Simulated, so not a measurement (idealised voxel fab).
The process module presented herein is designated voxel self aligned vias.
Square cell edge 5 nm, section width 235 nm, ID cut.
We lay out every cross-section as a grid of square cells and spell it out in bands from the top down, where one band means one or more rows of cells. Band: top and bottom heights (nm) first, top before bottom; then materials from left to right, widths in nm. "edge to edge" marks a sole material filling the band edge to edge. "air" denotes empty space. Heights are expressed relative to 0, this being the level below which the as-received wafer comprises one material exclusively. The lowest band is unbounded in the downward direction and is denoted as in "z 0 and below". You'd read "30..40" like this: the band's top row of cells is as wide as the first number, its bottom row is as wide as the second, and going down, every row changes width by the same amount as the row before did. Step marked "no modification"? Then no cell in the cross-section changed in it. Heads up: "Sealed internal cavities" only lists the empty pockets with no open path to the top that are 8 cells or more, and it writes them as width x height at distance, distance from the left edge, in nm. Whatever follows a step's settings on its line is a remark the simulator itself makes about that step. A step line may carry the setting "overlay nm", which, for steps involving a mask, states the distance by which the mask lay to the right of its intended position; negative values denote displacement to the left.

## Steps in the process plan
1 RECEIVE with material Si
2 CONFORMAL_DEP with material SiO2, thk nm 10
3 CONFORMAL_DEP with material SiCN, thk nm 5
4 DIRECTIONAL_DEP with material lowk, thk nm 30
5 PATTERN with tone open, mask id LINES, material resist, width nm 25, pitch nm 65, thk nm 15, overlay nm 0
6 DIRECTIONAL_ETCH with etch materials lowk, depth nm 30
7 STRIP with etch materials resist
8 CONFORMAL_DEP with material TiN, thk nm 5
9 FILL_DEP with material Ru, thk nm 5
10 CMP with height nm 45
11 SELECTIVE_ETCH with etch materials W Ru TiN, depth nm 5
12 FILL_DEP with material SiN, thk nm 5
13 CMP with height nm 45
14 DIRECTIONAL_DEP with material lowk, thk nm 20
15 MASKED_ETCH with tone open, mask id VIAS, width nm 35, pitch nm 65, etch materials lowk, depth nm 20, overlay nm 0
16 MASKED_ETCH with tone open, mask id VIAS, width nm 35, pitch nm 65, etch materials SiN, depth nm 5, overlay nm 0
17 CONFORMAL_DEP with material TiN, thk nm 5
18 FILL_DEP with material W, thk nm 10
19 CMP with height nm 65
20 CONFORMAL_DEP with material SiN, thk nm 5

## The following pertains to the first of two wafers, which was processed as planned

## This is the cross-section of the wafer as we received it, i.e. after step 1
> z 0 and below = Si edge to edge
> Sealed internal cavities: none

## Wafer xsec, post step 2
> z 10 to 0 = SiO2 edge to edge
> Anything lower than 0 is untouched.

## Wafer xsec, post step 3
> z 15 to 10 = SiCN edge to edge
> Anything lower than 10 is untouched.

## Wafer xsec, post step 4
> z 45 to 15 = lowk edge to edge
> Anything lower than 15 is untouched.

## Wafer xsec, post step 5
> z 60 to 45 = resist 40, air 25, resist 40, air 25, resist 40, air 25, resist 40
> Anything lower than 45 is untouched.

## Wafer xsec, post step 6
> z 60 to 45 = resist 40, air 25, resist 40, air 25, resist 40, air 25, resist 40
> z 45 to 15 = lowk 40, air 25, lowk 40, air 25, lowk 40, air 25, lowk 40
> Anything lower than 15 is untouched.

## Wafer xsec, post step 7
> z 45 to 15 = lowk 40, air 25, lowk 40, air 25, lowk 40, air 25, lowk 40
> Anything lower than 15 is untouched.

## Wafer xsec, post step 8
> z 50 to 45 = TiN 45, air 15, TiN 50, air 15, TiN 50, air 15, TiN 45
> z 45 to 20 = lowk 40, TiN 5, air 15, TiN 5, lowk 40, TiN 5, air 15, TiN 5, lowk 40, TiN 5, air 15, TiN 5, lowk 40
> z 20 to 15 = lowk 40, TiN 25, lowk 40, TiN 25, lowk 40, TiN 25, lowk 40
> Anything lower than 15 is untouched.

## Wafer xsec, post step 9
> z 55 to 50 = Ru edge to edge
> z 50 to 45 = TiN 45, Ru 15, TiN 50, Ru 15, TiN 50, Ru 15, TiN 45
> z 45 to 20 = lowk 40, TiN 5, Ru 15, TiN 5, lowk 40, TiN 5, Ru 15, TiN 5, lowk 40, TiN 5, Ru 15, TiN 5, lowk 40
> Anything lower than 20 is untouched.

## Wafer xsec, post step 10
> z 45 to 20 = lowk 40, TiN 5, Ru 15, TiN 5, lowk 40, TiN 5, Ru 15, TiN 5, lowk 40, TiN 5, Ru 15, TiN 5, lowk 40
> Anything lower than 20 is untouched.

## Wafer xsec, post step 11
> z 45 to 40 = lowk 40, air 25, lowk 40, air 25, lowk 40, air 25, lowk 40
> Anything lower than 40 is untouched.

## Wafer xsec, post step 12
> z 50 to 45 = SiN edge to edge
> z 45 to 40 = lowk 40, SiN 25, lowk 40, SiN 25, lowk 40, SiN 25, lowk 40
> Anything lower than 40 is untouched.

## Wafer xsec, post step 13
> z 45 to 40 = lowk 40, SiN 25, lowk 40, SiN 25, lowk 40, SiN 25, lowk 40
> Anything lower than 40 is untouched.

## Wafer xsec, post step 14
> z 65 to 45 = lowk edge to edge
> Anything lower than 45 is untouched.

## Wafer xsec, post step 15
> z 65 to 45 = lowk 35, air 35, lowk 30, air 35, lowk 30, air 35, lowk 35
> Anything lower than 45 is untouched.

## Wafer xsec, post step 16
> z 65 to 45 = lowk 35, air 35, lowk 30, air 35, lowk 30, air 35, lowk 35
> z 45 to 40 = lowk 40, air 25, lowk 40, air 25, lowk 40, air 25, lowk 40
> Anything lower than 40 is untouched.

## Wafer xsec, post step 17
> z 70 to 65 = TiN 40, air 25, TiN 40, air 25, TiN 40, air 25, TiN 40
> z 65 to 50 = lowk 35, TiN 5, air 25, TiN 5, lowk 30, TiN 5, air 25, TiN 5, lowk 30, TiN 5, air 25, TiN 5, lowk 35
> z 50 to 45 = lowk 35, TiN 10, air 15, TiN 10, lowk 30, TiN 10, air 15, TiN 10, lowk 30, TiN 10, air 15, TiN 10, lowk 35
> z 45 to 40 = lowk 40, TiN 25, lowk 40, TiN 25, lowk 40, TiN 25, lowk 40
> Anything lower than 40 is untouched.

## Wafer xsec, post step 18
> z 80 to 70 = W edge to edge
> z 70 to 65 = TiN 40, W 25, TiN 40, W 25, TiN 40, W 25, TiN 40
> z 65 to 50 = lowk 35, TiN 5, W 25, TiN 5, lowk 30, TiN 5, W 25, TiN 5, lowk 30, TiN 5, W 25, TiN 5, lowk 35
> z 50 to 45 = lowk 35, TiN 10, W 15, TiN 10, lowk 30, TiN 10, W 15, TiN 10, lowk 30, TiN 10, W 15, TiN 10, lowk 35
> Anything lower than 45 is untouched.

## Wafer xsec, post step 19
> z 65 to 50 = lowk 35, TiN 5, W 25, TiN 5, lowk 30, TiN 5, W 25, TiN 5, lowk 30, TiN 5, W 25, TiN 5, lowk 35
> Anything lower than 50 is untouched.

## Wafer xsec, post step 20
> z 70 to 65 = SiN edge to edge
> Anything lower than 65 is untouched.

## The remaining wafer, second of the two, started like the first and was run to the same plan, except that one mistake was made along the way; the two coincide through step 14, inclusive

## Look at the second wafer in cross-section at the time step 15 ought to have finished
> z 65 to 45 = air 35, lowk 35, air 30, lowk 35, air 30, lowk 35, air 35
> Anything lower than 45 is untouched.

Look at the second wafer in cross-section at the time step 16 ought to have finished: no modification

## Look at the second wafer in cross-section at the time step 17 ought to have finished
> z 70 to 65 = air 30, TiN 45, air 20, TiN 45, air 20, TiN 45, air 30
> z 65 to 50 = air 30, TiN 5, lowk 35, TiN 5, air 20, TiN 5, lowk 35, TiN 5, air 20, TiN 5, lowk 35, TiN 5, air 30
> z 50 to 45 = TiN 35, lowk 35, TiN 30, lowk 35, TiN 30, lowk 35, TiN 35
> Anything lower than 45 is untouched.

## Look at the second wafer in cross-section at the time step 18 ought to have finished
> z 80 to 70 = W edge to edge
> z 70 to 65 = W 30, TiN 45, W 20, TiN 45, W 20, TiN 45, W 30
> z 65 to 50 = W 30, TiN 5, lowk 35, TiN 5, W 20, TiN 5, lowk 35, TiN 5, W 20, TiN 5, lowk 35, TiN 5, W 30
> Anything lower than 50 is untouched.

## Look at the second wafer in cross-section at the time step 19 ought to have finished
> z 65 to 50 = W 30, TiN 5, lowk 35, TiN 5, W 20, TiN 5, lowk 35, TiN 5, W 20, TiN 5, lowk 35, TiN 5, W 30
> Anything lower than 50 is untouched.

## Look at the second wafer in cross-section at the time step 20 ought to have finished
> z 70 to 65 = SiN edge to edge
> Anything lower than 65 is untouched.
Diagnosis: step 15 went in with a setting other than planned; the actual run was MASKED_ETCH with tone cover, mask id VIAS, width nm 35, pitch nm 65, etch materials lowk, depth nm 20, overlay nm 0
Final difference in cells, second wafer against first, listed per material as more or fewer: +15 SiN | -1 TiN | +6 W | -20 lowk
